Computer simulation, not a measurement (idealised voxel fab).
process module | voxel quadruple lines
cross-section cut | 280 nm wide | cells 5 nm
A cross-section is a grid of square cells, given in bands from the top down. A band is one or more rows of cells.
Each band's line starts with the height of the band's top and of its bottom, in nm. Then come its materials from left to right, each with its width in nm. One material with "throughout" fills the band from edge to edge. "air" is empty space.
Height 0 is the level under which the wafer as received is all one material. The lowest band goes on downwards, as in "0 down".
A width such as "30 to 40" changes by the same amount from each row of cells to the next, from the band's top row to its bottom row.
"no change" after a step means that no cell of the cross-section changed.
closed voids: empty space of 8 cells or more with no open way to the top, each as width x height at its distance from the left edge, in nm
after a step's settings: what the simulator itself notes on the step
overlay nm, on a step with a mask: how far to the right of its planned place the mask lay; to the left if negative
plan
1 op RECEIVE | material Si
2 op CONFORMAL_DEP | material SiO2 | thk nm 10
3 op DIRECTIONAL_DEP | material W | thk nm 10
4 op DIRECTIONAL_DEP | material polySi | thk nm 20
5 op DIRECTIONAL_DEP | material aC | thk nm 20
6 op PATTERN | tone cover | mask id MANDREL | material resist | width nm 20 | pitch nm 60 | thk nm 25 | overlay nm 0
7 op DIRECTIONAL_ETCH | etch materials aC | depth nm 20
8 op STRIP | etch materials resist
9 op CONFORMAL_DEP | material SiO2 | thk nm 10
10 op DIRECTIONAL_ETCH | etch materials SiO2 | depth nm 10
11 op STRIP | etch materials aC
12 op DIRECTIONAL_ETCH | etch materials polySi | depth nm 20
13 op STRIP | etch materials SiO2
14 op CONFORMAL_DEP | material SiCN | thk nm 5
15 op DIRECTIONAL_ETCH | etch materials SiCN | depth nm 5
16 op STRIP | etch materials polySi
17 op DIRECTIONAL_ETCH | etch materials W | depth nm 10
18 op STRIP | etch materials SiCN
as received, after step 1
  0 down: Si throughout
  closed voids: none
a wafer at the end: this start, this plan, one mistake
  20 to 10: air 80 | W 5 | air 10 | W 5 | air 20 | W 5 | air 10 | W 10 | air 10 | W 5 | air 20 | W 5 | air 10 | W 5 | air 80
  10 to 0: SiO2 throughout
  0 down: Si throughout
  closed voids: none
what went wrong: step 6 ran as: op PATTERN | tone cover | mask id MANDREL | material resist | width nm 30 | pitch nm 60 | thk nm 25 | overlay nm 0
